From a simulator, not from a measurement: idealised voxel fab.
Process module in this document: voxel ribs on slabs
Square cell edge 5 nm, section width 190 nm, ID cut.
A cross-section in this document is a grid of square cells, and it is written down as bands, the top band listed before the ones below it; a band is made up of one or more rows of cells. This entry defines a band. It first specifies the height of the band's top and the height of its bottom in nm, and then specifies the band's materials from left to right, stating each material with its width in nm. The word "full width" identifies a single material that fills the band from edge to edge, while the word "blank" identifies empty space. Heights are measured from 0, the level below which the as-received wafer is all one material; the lowest band has no bottom and continues downward, written as in "0..down". So if you see something like "30..40" for the width, read it as the top row of the band sitting at the first number and the bottom row at the second, with every row in between moving by the same amount as the last. It should be understood that the words "nothing was modified", when stated for a given step, signify that the cross-section underwent no change in any of its cells during that step. Closed empty spaces (no open way to the top) of 8 cells or more are what "Tabulated closed voids" lists, each as width x height at distance from the left edge, nm for all three. Note: text after step settings on the step line = simulator remark on that step. The "overlay nm" setting may appear on a step's line; for a step that uses a mask, it gives how far to the right of its planned position the mask lay, and a negative value indicates the left.

The steps planned for the process are as follows:
- 1: RECEIVE [material Si]
- 2: DIRECTIONAL_DEP [material SiO2] [thk nm 30]
- 3: DIRECTIONAL_DEP [material polySi] [thk nm 20]
- 4: PATTERN [tone cover] [mask id RIB] [material resist] [width nm 30] [thk nm 20] [overlay nm 0]
- 5: DIRECTIONAL_ETCH [etch materials polySi] [depth nm 15]
- 6: STRIP [etch materials resist]
- 7: PATTERN [tone cover] [mask id SLAB] [material resist] [width nm 80] [thk nm 15] [overlay nm -15]
- 8: DIRECTIONAL_ETCH [etch materials polySi] [depth nm 5]
- 9: STRIP [etch materials resist]
- 10: FILL_DEP [material SiO2] [thk nm 20]
- 11: CMP [height nm 60]
- 12: DIRECTIONAL_DEP [material W] [thk nm 5]
- 13: MASKED_ETCH [tone cover] [mask id HEATER] [width nm 40] [etch materials W] [depth nm 5] [overlay nm 0]
- 14: CONFORMAL_DEP [material SiO2] [thk nm 5]
Same starting wafers, different overlay nm at step 7. Plan value belongs to the first wafer.

Cross-sectional view of the first of several wafers in the as-received condition, corresponding to the state following step 1:
    0..down  Si full width
    Tabulated closed voids: none

Take any row and you have a wafer at the end of the module: how many cells of each material it has gained (+) or lost (-) since it was received, and then its closed voids:
overlay nm -15; +462 SiO2; +8 W; +34 polySi; Tabulated closed voids: none
overlay nm -10; +462 SiO2; +8 W; +34 polySi; Tabulated closed voids: none
overlay nm -5; +462 SiO2; +8 W; +34 polySi; Tabulated closed voids: none
overlay nm 0; +462 SiO2; +8 W; +34 polySi; Tabulated closed voids: none
overlay nm 5; +462 SiO2; +8 W; +34 polySi; Tabulated closed voids: none
overlay nm 10; +462 SiO2; +8 W; +34 polySi; Tabulated closed voids: none
overlay nm 15; +462 SiO2; +8 W; +34 polySi; Tabulated closed voids: none
